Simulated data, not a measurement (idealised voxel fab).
The process module that follows is named voxel self aligned contacts.
FYI the section here is cut, 240 nm wide, cells are 5 nm squares.
In what follows, cross-sections appear as grids of square cells, described through bands that run from the top down, where every band is one or more rows of cells. Each band's line starts with the height of the band's top and of its bottom, in nm. Then come its materials from left to right, each with its width in nm. One material with "throughout" fills the band from edge to edge. "empty" is empty space. For the purposes of this specification, 0 denotes the height below which the wafer in its as-received condition is composed wholly of one material, and the lowermost band, lacking a lower limit, extends downward without end, as expressed in "z 0 and below". Quick explanation for "30..40": the width changes in equal steps down the rows of cells, from the first number in the band's top row to the second number in its bottom row. Given "no alterations made" for a step, no cell of the cross-section differs between before and after that step. Closed empty spaces (no open way to the top) of 8 cells or more are what "Enclosed void listing" lists, each as width x height at distance from the left edge, nm for all three. Read whatever lies past the settings on a step's line as the simulator's own remark about the step. Regarding "overlay nm": on a step with a mask, it is the distance the mask lay to the right of its planned place; a negative value places it to the left.
## Below is the list of planned process steps
1,RECEIVE: material Si
2,CONFORMAL_DEP: material SiO2, thk nm 5
3,DIRECTIONAL_DEP: material polySi, thk nm 25
4,DIRECTIONAL_DEP: material SiN, thk nm 20
5,DIRECTIONAL_DEP: material aC, thk nm 15
6,PATTERN: tone cover, mask id GATE, material resist, width nm 35, pitch nm 60, thk nm 30, overlay nm 0
7,DIRECTIONAL_ETCH: etch materials aC, depth nm 15
8,STRIP: etch materials resist
9,DIRECTIONAL_ETCH: etch materials SiN, depth nm 20
10,DIRECTIONAL_ETCH: etch materials polySi, depth nm 25
11,STRIP: etch materials aC
12,CONFORMAL_DEP: material SiN, thk nm 5
13,DIRECTIONAL_ETCH: etch materials SiN, depth nm 5
14,FILL_DEP: material SiO2, thk nm 15
15,CMP: height nm 55
16,PATTERN: tone open, mask id CONTACT, material resist, width nm 45, thk nm 15, overlay nm 0
17,DIRECTIONAL_ETCH: etch materials SiO2, depth nm 55
18,STRIP: etch materials resist
19,CONFORMAL_DEP: material TiN, thk nm 5
20,FILL_DEP: material W, thk nm 5
21,CMP: height nm 55
22,CONFORMAL_DEP: material SiN, thk nm 5
## Cross-section of the incoming wafer, state after step 1
z 0 and below  Si throughout
Enclosed void listing: none
## Here's the wafer cut in cross-section after the module, started and planned just like above, except one thing was done wrong in the run
z 60 to 55  SiN throughout
z 55 to 45  SiO2: 95 | TiN: 5..15 | W: 35..15 | TiN: 5..15 | SiO2: 100
z 45 to 30  SiO2: 70 | SiN: 35 | TiN: 5 | W: 15 | TiN: 5 | SiN: 35 | SiO2: 75
z 30 to 5  SiO2: 70 | polySi: 35 | TiN: 5 | W: 15 | TiN: 5 | polySi: 35 | SiO2: 75
z 5 to 0  SiO2: 105 | TiN: 25 | SiO2: 110
z 0 and below  Si throughout
Enclosed void listing: none
Which mistake was made when the wafer was run? it should be noted that step 12 of the plan was omitted and was not performed
